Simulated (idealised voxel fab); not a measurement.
process module | voxel wiring stack
235 nm wide, 5 nm square cells: that's cross-section cut.
Heads up, the way a cross-section reads in here is a grid of square cells, handed over as bands from the top down, with every band being one or more rows of cells.
Look at the band entry: it leads with the top's height and the bottom's height in nm. Then it lists the materials left to right, with a width in nm for each. The word "throughout" on a single material says that material fills the band edge to edge. The word "blank" is empty space.
Height is counted from the level 0, under which the received wafer is composed throughout of one material. The lowest of the bands is not closed at the bottom but continues downward, in the notation "top 0, no bottom".
A two-number width, for instance "30->40", indicates that the width is equal to the first number in the top row of the band and to the second number in the bottom row, and that it changes by a constant amount per row of cells.
A step reported as "no modification" is a step in which no cell of the cross-section changed.
In "closed voids" the enclosed voids are listed, meaning empty spaces of 8 cells or larger without any opening to the top. The form is width x height at distance, distance from the left edge, units nm.
On each step's line, the part that comes after the settings is the simulator's own comment on the step.
A step line may carry the setting "overlay nm", which, for steps involving a mask, states the distance by which the mask lay to the right of its intended position; negative values denote displacement to the left.
# The following list gives the planned process steps
- 1: RECEIVE,material Si
- 2: CONFORMAL_DEP,material SiO2,thk nm 15
- 3: DIRECTIONAL_DEP,material TiN,thk nm 5
- 4: DIRECTIONAL_DEP,material W,thk nm 25
- 5: DIRECTIONAL_DEP,material aC,thk nm 15
- 6: PATTERN,tone cover,mask id METAL_1,material resist,width nm 25,pitch nm 45,thk nm 35,overlay nm 0
- 7: DIRECTIONAL_ETCH,etch materials aC,depth nm 15
- 8: STRIP,etch materials resist
- 9: DIRECTIONAL_ETCH,etch materials W,depth nm 25
- 10: DIRECTIONAL_ETCH,etch materials TiN,depth nm 5
- 11: STRIP,etch materials aC
- 12: CONFORMAL_DEP,material SiCN,thk nm 5
- 13: FILL_DEP,material lowk,thk nm 10
- 14: CMP,height nm 45
- 15: CONFORMAL_DEP,material SiCN,thk nm 5
- 16: DIRECTIONAL_DEP,material SiO2,thk nm 30
- 17: DIRECTIONAL_DEP,material aC,thk nm 15
- 18: PATTERN,tone open,mask id METAL_2,material resist,width nm 25,pitch nm 45,thk nm 35,overlay nm 0
- 19: DIRECTIONAL_ETCH,etch materials aC,depth nm 15
- 20: STRIP,etch materials resist
- 21: DIRECTIONAL_ETCH,etch materials SiO2,depth nm 15
- 22: STRIP,etch materials aC
- 23: MASKED_ETCH,tone open,mask id METAL_2_HOLES,width nm 15,pitch nm 45,etch materials SiO2,depth nm 15,overlay nm 0
- 24: MASKED_ETCH,tone open,mask id METAL_2_HOLES,width nm 15,pitch nm 45,etch materials SiCN,depth nm 5,overlay nm 0
- 25: CONFORMAL_DEP,material TiN,thk nm 5
- 26: FILL_DEP,material Cu,thk nm 10
- 27: CMP,height nm 80
- 28: CONFORMAL_DEP,material SiCN,thk nm 5
- 29: DIRECTIONAL_DEP,material SiO2,thk nm 25
- 30: PATTERN,tone open,mask id METAL_3,material resist,width nm 25,pitch nm 45,thk nm 15,overlay nm 0
- 31: DIRECTIONAL_ETCH,etch materials SiO2,depth nm 15
- 32: STRIP,etch materials resist
- 33: MASKED_ETCH,tone open,mask id METAL_3_HOLES,width nm 15,pitch nm 90,etch materials SiO2,depth nm 10,overlay nm 0
- 34: MASKED_ETCH,tone open,mask id METAL_3_HOLES,width nm 15,pitch nm 90,etch materials SiCN,depth nm 5,overlay nm 0
- 35: CONFORMAL_DEP,material TiN,thk nm 5
- 36: FILL_DEP,material Cu,thk nm 10
- 37: CMP,height nm 110
- 38: CONFORMAL_DEP,material SiCN,thk nm 5
# The first of the two wafers, which ran as planned
# Here's what the wafer looked like in cross-section when it arrived - that's after step 1
top 0, no bottom  Si throughout
closed voids: none
# Cross-section through the wafer, step 2 finished
top 15, bottom 0  SiO2 throughout
Lower than 0, everything is as it was.
# Cross-section through the wafer, step 3 finished
top 20, bottom 15  TiN throughout
Lower than 15, everything is as it was.
# Cross-section through the wafer, step 4 finished
top 45, bottom 20  W throughout
Lower than 20, everything is as it was.
# Cross-section through the wafer, step 5 finished
top 60, bottom 45  aC throughout
Lower than 45, everything is as it was.
# Cross-section through the wafer, step 6 finished
top 95, bottom 60  blank: 60, resist: 25, blank: 20, resist: 25, blank: 20, resist: 25, blank: 60
Lower than 60, everything is as it was.
# Cross-section through the wafer, step 7 finished
top 80, bottom 60  blank: 60, resist: 25, blank: 20, resist: 25, blank: 20, resist: 25, blank: 60
top 60, bottom 45  blank: 60, aC: 25, blank: 20, aC: 25, blank: 20, aC: 25, blank: 60
Lower than 45, everything is as it was.
# Cross-section through the wafer, step 8 finished
top 60, bottom 45  blank: 60, aC: 25, blank: 20, aC: 25, blank: 20, aC: 25, blank: 60
Lower than 45, everything is as it was.
# Cross-section through the wafer, step 9 finished
top 60, bottom 45  blank: 60, aC: 25, blank: 20, aC: 25, blank: 20, aC: 25, blank: 60
top 45, bottom 20  blank: 60, W: 25, blank: 20, W: 25, blank: 20, W: 25, blank: 60
Lower than 20, everything is as it was.
# Cross-section through the wafer, step 10 finished
top 60, bottom 45  blank: 60, aC: 25, blank: 20, aC: 25, blank: 20, aC: 25, blank: 60
top 45, bottom 20  blank: 60, W: 25, blank: 20, W: 25, blank: 20, W: 25, blank: 60
top 20, bottom 15  blank: 60, TiN: 25, blank: 20, TiN: 25, blank: 20, TiN: 25, blank: 60
Lower than 15, everything is as it was.
# Cross-section through the wafer, step 11 finished
top 45, bottom 20  blank: 60, W: 25, blank: 20, W: 25, blank: 20, W: 25, blank: 60
Lower than 20, everything is as it was.
# Cross-section through the wafer, step 12 finished
top 50, bottom 45  blank: 55, SiCN: 35, blank: 10, SiCN: 35, blank: 10, SiCN: 35, blank: 55
top 45, bottom 20  blank: 55, SiCN: 5, W: 25, SiCN: 5, blank: 10, SiCN: 5, W: 25, SiCN: 5, blank: 10, SiCN: 5, W: 25, SiCN: 5, blank: 55
top 20, bottom 15  SiCN: 60, TiN: 25, SiCN: 20, TiN: 25, SiCN: 20, TiN: 25, SiCN: 60
Lower than 15, everything is as it was.
# Cross-section through the wafer, step 13 finished
top 60, bottom 50  lowk throughout
top 50, bottom 45  lowk: 55, SiCN: 35, lowk: 10, SiCN: 35, lowk: 10, SiCN: 35, lowk: 55
top 45, bottom 20  lowk: 55, SiCN: 5, W: 25, SiCN: 5, lowk: 10, SiCN: 5, W: 25, SiCN: 5, lowk: 10, SiCN: 5, W: 25, SiCN: 5, lowk: 55
Lower than 20, everything is as it was.
# Cross-section through the wafer, step 14 finished
top 45, bottom 20  lowk: 55, SiCN: 5, W: 25, SiCN: 5, lowk: 10, SiCN: 5, W: 25, SiCN: 5, lowk: 10, SiCN: 5, W: 25, SiCN: 5, lowk: 55
Lower than 20, everything is as it was.
# Cross-section through the wafer, step 15 finished
top 50, bottom 45  SiCN throughout
Lower than 45, everything is as it was.
# Cross-section through the wafer, step 16 finished
top 80, bottom 50  SiO2 throughout
Lower than 50, everything is as it was.
# Cross-section through the wafer, step 17 finished
top 95, bottom 80  aC throughout
Lower than 80, everything is as it was.
# Cross-section through the wafer, step 18 finished
top 130, bottom 95  resist: 60, blank: 25, resist: 20, blank: 25, resist: 20, blank: 25, resist: 60
Lower than 95, everything is as it was.
# Cross-section through the wafer, step 19 finished
top 115, bottom 95  resist: 60, blank: 25, resist: 20, blank: 25, resist: 20, blank: 25, resist: 60
top 95, bottom 80  aC: 60, blank: 25, aC: 20, blank: 25, aC: 20, blank: 25, aC: 60
Lower than 80, everything is as it was.
# Cross-section through the wafer, step 20 finished
top 95, bottom 80  aC: 60, blank: 25, aC: 20, blank: 25, aC: 20, blank: 25, aC: 60
Lower than 80, everything is as it was.
# Cross-section through the wafer, step 21 finished
top 95, bottom 80  aC: 60, blank: 25, aC: 20, blank: 25, aC: 20, blank: 25, aC: 60
top 80, bottom 65  SiO2: 60, blank: 25, SiO2: 20, blank: 25, SiO2: 20, blank: 25, SiO2: 60
Lower than 65, everything is as it was.
# Cross-section through the wafer, step 22 finished
top 80, bottom 65  SiO2: 60, blank: 25, SiO2: 20, blank: 25, SiO2: 20, blank: 25, SiO2: 60
Lower than 65, everything is as it was.
# Cross-section through the wafer, step 23 finished
top 80, bottom 65  SiO2: 60, blank: 25, SiO2: 20, blank: 25, SiO2: 20, blank: 25, SiO2: 60
top 65, bottom 50  SiO2: 60, blank: 15, SiO2: 30, blank: 15, SiO2: 30, blank: 15, SiO2: 70
Lower than 50, everything is as it was.
# Cross-section through the wafer, step 24 finished
top 80, bottom 65  SiO2: 60, blank: 25, SiO2: 20, blank: 25, SiO2: 20, blank: 25, SiO2: 60
top 65, bottom 50  SiO2: 60, blank: 15, SiO2: 30, blank: 15, SiO2: 30, blank: 15, SiO2: 70
top 50, bottom 45  SiCN: 60, blank: 15, SiCN: 30, blank: 15, SiCN: 30, blank: 15, SiCN: 70
Lower than 45, everything is as it was.
# Cross-section through the wafer, step 25 finished
top 85, bottom 80  TiN: 65, blank: 15, TiN: 30, blank: 15, TiN: 30, blank: 15, TiN: 65
top 80, bottom 70  SiO2: 60, TiN: 5, blank: 15, TiN: 5, SiO2: 20, TiN: 5, blank: 15, TiN: 5, SiO2: 20, TiN: 5, blank: 15, TiN: 5, SiO2: 60
top 70, bottom 65  SiO2: 60, TiN: 5, blank: 5, TiN: 15, SiO2: 20, TiN: 5, blank: 5, TiN: 15, SiO2: 20, TiN: 5, blank: 5, TiN: 15, SiO2: 60
top 65, bottom 50  SiO2: 60, TiN: 5, blank: 5, TiN: 5, SiO2: 30, TiN: 5, blank: 5, TiN: 5, SiO2: 30, TiN: 5, blank: 5, TiN: 5, SiO2: 70
top 50, bottom 45  SiCN: 60, TiN: 15, SiCN: 30, TiN: 15, SiCN: 30, TiN: 15, SiCN: 70
Lower than 45, everything is as it was.
# Cross-section through the wafer, step 26 finished
top 95, bottom 85  Cu throughout
top 85, bottom 80  TiN: 65, Cu: 15, TiN: 30, Cu: 15, TiN: 30, Cu: 15, TiN: 65
top 80, bottom 70  SiO2: 60, TiN: 5, Cu: 15, TiN: 5, SiO2: 20, TiN: 5, Cu: 15, TiN: 5, SiO2: 20, TiN: 5, Cu: 15, TiN: 5, SiO2: 60
top 70, bottom 65  SiO2: 60, TiN: 5, Cu: 5, TiN: 15, SiO2: 20, TiN: 5, Cu: 5, TiN: 15, SiO2: 20, TiN: 5, Cu: 5, TiN: 15, SiO2: 60
top 65, bottom 50  SiO2: 60, TiN: 5, Cu: 5, TiN: 5, SiO2: 30, TiN: 5, Cu: 5, TiN: 5, SiO2: 30, TiN: 5, Cu: 5, TiN: 5, SiO2: 70
Lower than 50, everything is as it was.
# Cross-section through the wafer, step 27 finished
top 80, bottom 70  SiO2: 60, TiN: 5, Cu: 15, TiN: 5, SiO2: 20, TiN: 5, Cu: 15, TiN: 5, SiO2: 20, TiN: 5, Cu: 15, TiN: 5, SiO2: 60
Lower than 70, everything is as it was.
# Cross-section through the wafer, step 28 finished
top 85, bottom 80  SiCN throughout
Lower than 80, everything is as it was.
# Cross-section through the wafer, step 29 finished
top 110, bottom 85  SiO2 throughout
Lower than 85, everything is as it was.
# Cross-section through the wafer, step 30 finished
top 125, bottom 110  resist: 60, blank: 25, resist: 20, blank: 25, resist: 20, blank: 25, resist: 60
Lower than 110, everything is as it was.
# Cross-section through the wafer, step 31 finished
top 125, bottom 110  resist: 60, blank: 25, resist: 20, blank: 25, resist: 20, blank: 25, resist: 60
top 110, bottom 95  SiO2: 60, blank: 25, SiO2: 20, blank: 25, SiO2: 20, blank: 25, SiO2: 60
Lower than 95, everything is as it was.
# Cross-section through the wafer, step 32 finished
top 110, bottom 95  SiO2: 60, blank: 25, SiO2: 20, blank: 25, SiO2: 20, blank: 25, SiO2: 60
Lower than 95, everything is as it was.
# Cross-section through the wafer, step 33 finished
top 110, bottom 95  SiO2: 60, blank: 25, SiO2: 20, blank: 25, SiO2: 20, blank: 25, SiO2: 60
top 95, bottom 85  SiO2: 60, blank: 15, SiO2: 75, blank: 15, SiO2: 70
Lower than 85, everything is as it was.
# Cross-section through the wafer, step 34 finished
top 110, bottom 95  SiO2: 60, blank: 25, SiO2: 20, blank: 25, SiO2: 20, blank: 25, SiO2: 60
top 95, bottom 85  SiO2: 60, blank: 15, SiO2: 75, blank: 15, SiO2: 70
top 85, bottom 80  SiCN: 60, blank: 15, SiCN: 75, blank: 15, SiCN: 70
Lower than 80, everything is as it was.
# Cross-section through the wafer, step 35 finished
top 115, bottom 110  TiN: 65, blank: 15, TiN: 30, blank: 15, TiN: 30, blank: 15, TiN: 65
top 110, bottom 100  SiO2: 60, TiN: 5, blank: 15, TiN: 5, SiO2: 20, TiN: 5, blank: 15, TiN: 5, SiO2: 20, TiN: 5, blank: 15, TiN: 5, SiO2: 60
top 100, bottom 95  SiO2: 60, TiN: 5, blank: 5, TiN: 15, SiO2: 20, TiN: 25, SiO2: 20, TiN: 5, blank: 5, TiN: 15, SiO2: 60
top 95, bottom 85  SiO2: 60, TiN: 5, blank: 5, TiN: 5, SiO2: 75, TiN: 5, blank: 5, TiN: 5, SiO2: 70
top 85, bottom 80  SiCN: 60, TiN: 15, SiCN: 75, TiN: 15, SiCN: 70
Lower than 80, everything is as it was.
# Cross-section through the wafer, step 36 finished
top 125, bottom 115  Cu throughout
top 115, bottom 110  TiN: 65, Cu: 15, TiN: 30, Cu: 15, TiN: 30, Cu: 15, TiN: 65
top 110, bottom 100  SiO2: 60, TiN: 5, Cu: 15, TiN: 5, SiO2: 20, TiN: 5, Cu: 15, TiN: 5, SiO2: 20, TiN: 5, Cu: 15, TiN: 5, SiO2: 60
top 100, bottom 95  SiO2: 60, TiN: 5, Cu: 5, TiN: 15, SiO2: 20, TiN: 25, SiO2: 20, TiN: 5, Cu: 5, TiN: 15, SiO2: 60
top 95, bottom 85  SiO2: 60, TiN: 5, Cu: 5, TiN: 5, SiO2: 75, TiN: 5, Cu: 5, TiN: 5, SiO2: 70
Lower than 85, everything is as it was.
# Cross-section through the wafer, step 37 finished
top 110, bottom 100  SiO2: 60, TiN: 5, Cu: 15, TiN: 5, SiO2: 20, TiN: 5, Cu: 15, TiN: 5, SiO2: 20, TiN: 5, Cu: 15, TiN: 5, SiO2: 60
Lower than 100, everything is as it was.
# Cross-section through the wafer, step 38 finished
top 115, bottom 110  SiCN throughout
Lower than 110, everything is as it was.
# Second Wafer (Identical Start and Plan, One Processing Error; Matches First Wafer Through Step 1)
# Here is the second wafer in cross-section at the point where step 2 of the plan should have been done
top 30, bottom 0  SiO2 throughout
Lower than 0, everything is as it was.
# Here is the second wafer in cross-section at the point where step 3 of the plan should have been done
top 35, bottom 30  TiN throughout
Lower than 30, everything is as it was.
# Here is the second wafer in cross-section at the point where step 4 of the plan should have been done
top 60, bottom 35  W throughout
Lower than 35, everything is as it was.
# Here is the second wafer in cross-section at the point where step 5 of the plan should have been done
top 75, bottom 60  aC throughout
Lower than 60, everything is as it was.
# Here is the second wafer in cross-section at the point where step 6 of the plan should have been done
top 110, bottom 75  blank: 60, resist: 25, blank: 20, resist: 25, blank: 20, resist: 25, blank: 60
Lower than 75, everything is as it was.
# Here is the second wafer in cross-section at the point where step 7 of the plan should have been done
top 95, bottom 75  blank: 60, resist: 25, blank: 20, resist: 25, blank: 20, resist: 25, blank: 60
top 75, bottom 60  blank: 60, aC: 25, blank: 20, aC: 25, blank: 20, aC: 25, blank: 60
Lower than 60, everything is as it was.
# Here is the second wafer in cross-section at the point where step 8 of the plan should have been done
top 75, bottom 60  blank: 60, aC: 25, blank: 20, aC: 25, blank: 20, aC: 25, blank: 60
Lower than 60, everything is as it was.
# Here is the second wafer in cross-section at the point where step 9 of the plan should have been done
top 75, bottom 60  blank: 60, aC: 25, blank: 20, aC: 25, blank: 20, aC: 25, blank: 60
top 60, bottom 35  blank: 60, W: 25, blank: 20, W: 25, blank: 20, W: 25, blank: 60
Lower than 35, everything is as it was.
# Here is the second wafer in cross-section at the point where step 10 of the plan should have been done
top 75, bottom 60  blank: 60, aC: 25, blank: 20, aC: 25, blank: 20, aC: 25, blank: 60
top 60, bottom 35  blank: 60, W: 25, blank: 20, W: 25, blank: 20, W: 25, blank: 60
top 35, bottom 30  blank: 60, TiN: 25, blank: 20, TiN: 25, blank: 20, TiN: 25, blank: 60
Lower than 30, everything is as it was.
# Here is the second wafer in cross-section at the point where step 11 of the plan should have been done
top 60, bottom 35  blank: 60, W: 25, blank: 20, W: 25, blank: 20, W: 25, blank: 60
Lower than 35, everything is as it was.
# Here is the second wafer in cross-section at the point where step 12 of the plan should have been done
top 65, bottom 60  blank: 55, SiCN: 35, blank: 10, SiCN: 35, blank: 10, SiCN: 35, blank: 55
top 60, bottom 35  blank: 55, SiCN: 5, W: 25, SiCN: 5, blank: 10, SiCN: 5, W: 25, SiCN: 5, blank: 10, SiCN: 5, W: 25, SiCN: 5, blank: 55
top 35, bottom 30  SiCN: 60, TiN: 25, SiCN: 20, TiN: 25, SiCN: 20, TiN: 25, SiCN: 60
Lower than 30, everything is as it was.
# Here is the second wafer in cross-section at the point where step 13 of the plan should have been done
top 75, bottom 65  lowk throughout
top 65, bottom 60  lowk: 55, SiCN: 35, lowk: 10, SiCN: 35, lowk: 10, SiCN: 35, lowk: 55
top 60, bottom 35  lowk: 55, SiCN: 5, W: 25, SiCN: 5, lowk: 10, SiCN: 5, W: 25, SiCN: 5, lowk: 10, SiCN: 5, W: 25, SiCN: 5, lowk: 55
Lower than 35, everything is as it was.
# Here is the second wafer in cross-section at the point where step 14 of the plan should have been done
top 45, bottom 35  lowk: 55, SiCN: 5, W: 25, SiCN: 5, lowk: 10, SiCN: 5, W: 25, SiCN: 5, lowk: 10, SiCN: 5, W: 25, SiCN: 5, lowk: 55
Lower than 35, everything is as it was.
# Here is the second wafer in cross-section at the point where step 15 of the plan should have been done
top 50, bottom 45  SiCN throughout
Lower than 45, everything is as it was.
# Here is the second wafer in cross-section at the point where step 16 of the plan should have been done
top 80, bottom 50  SiO2 throughout
Lower than 50, everything is as it was.
# Here is the second wafer in cross-section at the point where step 17 of the plan should have been done
top 95, bottom 80  aC throughout
Lower than 80, everything is as it was.
# Here is the second wafer in cross-section at the point where step 18 of the plan should have been done
top 130, bottom 95  resist: 60, blank: 25, resist: 20, blank: 25, resist: 20, blank: 25, resist: 60
Lower than 95, everything is as it was.
# Here is the second wafer in cross-section at the point where step 19 of the plan should have been done
top 115, bottom 95  resist: 60, blank: 25, resist: 20, blank: 25, resist: 20, blank: 25, resist: 60
top 95, bottom 80  aC: 60, blank: 25, aC: 20, blank: 25, aC: 20, blank: 25, aC: 60
Lower than 80, everything is as it was.
# Here is the second wafer in cross-section at the point where step 20 of the plan should have been done
top 95, bottom 80  aC: 60, blank: 25, aC: 20, blank: 25, aC: 20, blank: 25, aC: 60
Lower than 80, everything is as it was.
# Here is the second wafer in cross-section at the point where step 21 of the plan should have been done
top 95, bottom 80  aC: 60, blank: 25, aC: 20, blank: 25, aC: 20, blank: 25, aC: 60
top 80, bottom 65  SiO2: 60, blank: 25, SiO2: 20, blank: 25, SiO2: 20, blank: 25, SiO2: 60
Lower than 65, everything is as it was.
# Here is the second wafer in cross-section at the point where step 22 of the plan should have been done
top 80, bottom 65  SiO2: 60, blank: 25, SiO2: 20, blank: 25, SiO2: 20, blank: 25, SiO2: 60
Lower than 65, everything is as it was.
# Here is the second wafer in cross-section at the point where step 23 of the plan should have been done
top 80, bottom 65  SiO2: 60, blank: 25, SiO2: 20, blank: 25, SiO2: 20, blank: 25, SiO2: 60
top 65, bottom 50  SiO2: 60, blank: 15, SiO2: 30, blank: 15, SiO2: 30, blank: 15, SiO2: 70
Lower than 50, everything is as it was.
# Here is the second wafer in cross-section at the point where step 24 of the plan should have been done
top 80, bottom 65  SiO2: 60, blank: 25, SiO2: 20, blank: 25, SiO2: 20, blank: 25, SiO2: 60
top 65, bottom 50  SiO2: 60, blank: 15, SiO2: 30, blank: 15, SiO2: 30, blank: 15, SiO2: 70
top 50, bottom 45  SiCN: 60, blank: 15, SiCN: 30, blank: 15, SiCN: 30, blank: 15, SiCN: 70
Lower than 45, everything is as it was.
# Here is the second wafer in cross-section at the point where step 25 of the plan should have been done
top 85, bottom 80  TiN: 65, blank: 15, TiN: 30, blank: 15, TiN: 30, blank: 15, TiN: 65
top 80, bottom 70  SiO2: 60, TiN: 5, blank: 15, TiN: 5, SiO2: 20, TiN: 5, blank: 15, TiN: 5, SiO2: 20, TiN: 5, blank: 15, TiN: 5, SiO2: 60
top 70, bottom 65  SiO2: 60, TiN: 5, blank: 5, TiN: 15, SiO2: 20, TiN: 5, blank: 5, TiN: 15, SiO2: 20, TiN: 5, blank: 5, TiN: 15, SiO2: 60
top 65, bottom 50  SiO2: 60, TiN: 5, blank: 5, TiN: 5, SiO2: 30, TiN: 5, blank: 5, TiN: 5, SiO2: 30, TiN: 5, blank: 5, TiN: 5, SiO2: 70
top 50, bottom 45  SiCN: 60, TiN: 15, SiCN: 30, TiN: 15, SiCN: 30, TiN: 15, SiCN: 70
Lower than 45, everything is as it was.
# Here is the second wafer in cross-section at the point where step 26 of the plan should have been done
top 95, bottom 85  Cu throughout
top 85, bottom 80  TiN: 65, Cu: 15, TiN: 30, Cu: 15, TiN: 30, Cu: 15, TiN: 65
top 80, bottom 70  SiO2: 60, TiN: 5, Cu: 15, TiN: 5, SiO2: 20, TiN: 5, Cu: 15, TiN: 5, SiO2: 20, TiN: 5, Cu: 15, TiN: 5, SiO2: 60
top 70, bottom 65  SiO2: 60, TiN: 5, Cu: 5, TiN: 15, SiO2: 20, TiN: 5, Cu: 5, TiN: 15, SiO2: 20, TiN: 5, Cu: 5, TiN: 15, SiO2: 60
top 65, bottom 50  SiO2: 60, TiN: 5, Cu: 5, TiN: 5, SiO2: 30, TiN: 5, Cu: 5, TiN: 5, SiO2: 30, TiN: 5, Cu: 5, TiN: 5, SiO2: 70
Lower than 50, everything is as it was.
# Here is the second wafer in cross-section at the point where step 27 of the plan should have been done
top 80, bottom 70  SiO2: 60, TiN: 5, Cu: 15, TiN: 5, SiO2: 20, TiN: 5, Cu: 15, TiN: 5, SiO2: 20, TiN: 5, Cu: 15, TiN: 5, SiO2: 60
Lower than 70, everything is as it was.
# Here is the second wafer in cross-section at the point where step 28 of the plan should have been done
top 85, bottom 80  SiCN throughout
Lower than 80, everything is as it was.
# Here is the second wafer in cross-section at the point where step 29 of the plan should have been done
top 110, bottom 85  SiO2 throughout
Lower than 85, everything is as it was.
# Here is the second wafer in cross-section at the point where step 30 of the plan should have been done
top 125, bottom 110  resist: 60, blank: 25, resist: 20, blank: 25, resist: 20, blank: 25, resist: 60
Lower than 110, everything is as it was.
# Here is the second wafer in cross-section at the point where step 31 of the plan should have been done
top 125, bottom 110  resist: 60, blank: 25, resist: 20, blank: 25, resist: 20, blank: 25, resist: 60
top 110, bottom 95  SiO2: 60, blank: 25, SiO2: 20, blank: 25, SiO2: 20, blank: 25, SiO2: 60
Lower than 95, everything is as it was.
# Here is the second wafer in cross-section at the point where step 32 of the plan should have been done
top 110, bottom 95  SiO2: 60, blank: 25, SiO2: 20, blank: 25, SiO2: 20, blank: 25, SiO2: 60
Lower than 95, everything is as it was.
# Here is the second wafer in cross-section at the point where step 33 of the plan should have been done
top 110, bottom 95  SiO2: 60, blank: 25, SiO2: 20, blank: 25, SiO2: 20, blank: 25, SiO2: 60
top 95, bottom 85  SiO2: 60, blank: 15, SiO2: 75, blank: 15, SiO2: 70
Lower than 85, everything is as it was.
# Here is the second wafer in cross-section at the point where step 34 of the plan should have been done
top 110, bottom 95  SiO2: 60, blank: 25, SiO2: 20, blank: 25, SiO2: 20, blank: 25, SiO2: 60
top 95, bottom 85  SiO2: 60, blank: 15, SiO2: 75, blank: 15, SiO2: 70
top 85, bottom 80  SiCN: 60, blank: 15, SiCN: 75, blank: 15, SiCN: 70
Lower than 80, everything is as it was.
# Here is the second wafer in cross-section at the point where step 35 of the plan should have been done
top 115, bottom 110  TiN: 65, blank: 15, TiN: 30, blank: 15, TiN: 30, blank: 15, TiN: 65
top 110, bottom 100  SiO2: 60, TiN: 5, blank: 15, TiN: 5, SiO2: 20, TiN: 5, blank: 15, TiN: 5, SiO2: 20, TiN: 5, blank: 15, TiN: 5, SiO2: 60
top 100, bottom 95  SiO2: 60, TiN: 5, blank: 5, TiN: 15, SiO2: 20, TiN: 25, SiO2: 20, TiN: 5, blank: 5, TiN: 15, SiO2: 60
top 95, bottom 85  SiO2: 60, TiN: 5, blank: 5, TiN: 5, SiO2: 75, TiN: 5, blank: 5, TiN: 5, SiO2: 70
top 85, bottom 80  SiCN: 60, TiN: 15, SiCN: 75, TiN: 15, SiCN: 70
Lower than 80, everything is as it was.
# Here is the second wafer in cross-section at the point where step 36 of the plan should have been done
top 125, bottom 115  Cu throughout
top 115, bottom 110  TiN: 65, Cu: 15, TiN: 30, Cu: 15, TiN: 30, Cu: 15, TiN: 65
top 110, bottom 100  SiO2: 60, TiN: 5, Cu: 15, TiN: 5, SiO2: 20, TiN: 5, Cu: 15, TiN: 5, SiO2: 20, TiN: 5, Cu: 15, TiN: 5, SiO2: 60
top 100, bottom 95  SiO2: 60, TiN: 5, Cu: 5, TiN: 15, SiO2: 20, TiN: 25, SiO2: 20, TiN: 5, Cu: 5, TiN: 15, SiO2: 60
top 95, bottom 85  SiO2: 60, TiN: 5, Cu: 5, TiN: 5, SiO2: 75, TiN: 5, Cu: 5, TiN: 5, SiO2: 70
Lower than 85, everything is as it was.
# Here is the second wafer in cross-section at the point where step 37 of the plan should have been done
top 110, bottom 100  SiO2: 60, TiN: 5, Cu: 15, TiN: 5, SiO2: 20, TiN: 5, Cu: 15, TiN: 5, SiO2: 20, TiN: 5, Cu: 15, TiN: 5, SiO2: 60
Lower than 100, everything is as it was.
# Here is the second wafer in cross-section at the point where step 38 of the plan should have been done
top 115, bottom 110  SiCN throughout
Lower than 110, everything is as it was.
Deviation from plan: heads up, step 2 of the plan got done twice
End check, counted in cells, second wafer has more or fewer of these materials than the first: SiCN: 18 fewer, SiO2: 141 more, W: 45 fewer, lowk: 78 fewer
